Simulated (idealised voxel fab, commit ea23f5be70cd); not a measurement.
The process module that follows is named voxel lift off.
Each square cell in cross-section cut measures 5 nm, and the section as a whole is 215 nm wide.
Cross-section spec: square-cell grid; bands listed top down; each band is one or more rows. It is stipulated that each band's entry specify, in nanometres, the height of the top of the band and then that of its bottom, followed by the materials of the band in left-to-right sequence, each together with its width in nanometres. A single material marked by the word "edge to edge" is understood to fill the band from edge to edge; the word "air" is understood to denote empty space. We count height from 0. Below that, the starting wafer is all one material. The lowest band never ends at the bottom but goes on down; see "0 and below" for how that is written. When a width is written as two numbers, as in "30->40", the first number is the width in the top row of cells of the band and the second is the width in its bottom row, and the width changes by the same amount from each row to the next. "all unchanged" means the step left every cell of the cross-section as it was. Any empty space of 8 cells or more lacking an open way to the top shows up in "Trapped void list" as width x height at distance, distance from the left edge, in nm. On each step's line, the part that comes after the settings is the simulator's own comment on the step. "overlay nm" denotes, for a step that has a mask, the displacement of the mask to the right of its planned place, with negative values corresponding to the left.

# This section lists the process steps that were planned
1) RECEIVE: material Si
2) CONFORMAL_DEP: material SiN, thk nm 5
3) PATTERN: tone open, mask id LINES, material resist, width nm 20, pitch nm 45, thk nm 20, overlay nm -15
4) DIRECTIONAL_DEP: material Ru, thk nm 5
5) STRIP: etch materials resist
6) CONFORMAL_DEP: material SiCN, thk nm 5
The wafers in this document start out alike and differ in the overlay nm applied at step 3; the plan shows the value used for the first wafer.

# As-received cross-section, first of several wafers, post step 1
- 0 and below: Si edge to edge
- Trapped void list: none

# Below is a per-wafer table. In it, each row describes the wafer at the end of the module by giving, for each material, the number of cells gained (+) or lost (-) since the wafer was received, and after that the closed voids of the wafer
overlay nm -15; +12 Ru; +49 SiCN; +43 SiN; Trapped void list: none
overlay nm -10; +12 Ru; +49 SiCN; +43 SiN; Trapped void list: none
overlay nm -5; +12 Ru; +49 SiCN; +43 SiN; Trapped void list: none
overlay nm 0; +12 Ru; +49 SiCN; +43 SiN; Trapped void list: none
overlay nm 5; +12 Ru; +49 SiCN; +43 SiN; Trapped void list: none
overlay nm 10; +12 Ru; +49 SiCN; +43 SiN; Trapped void list: none
overlay nm 15; +12 Ru; +49 SiCN; +43 SiN; Trapped void list: none
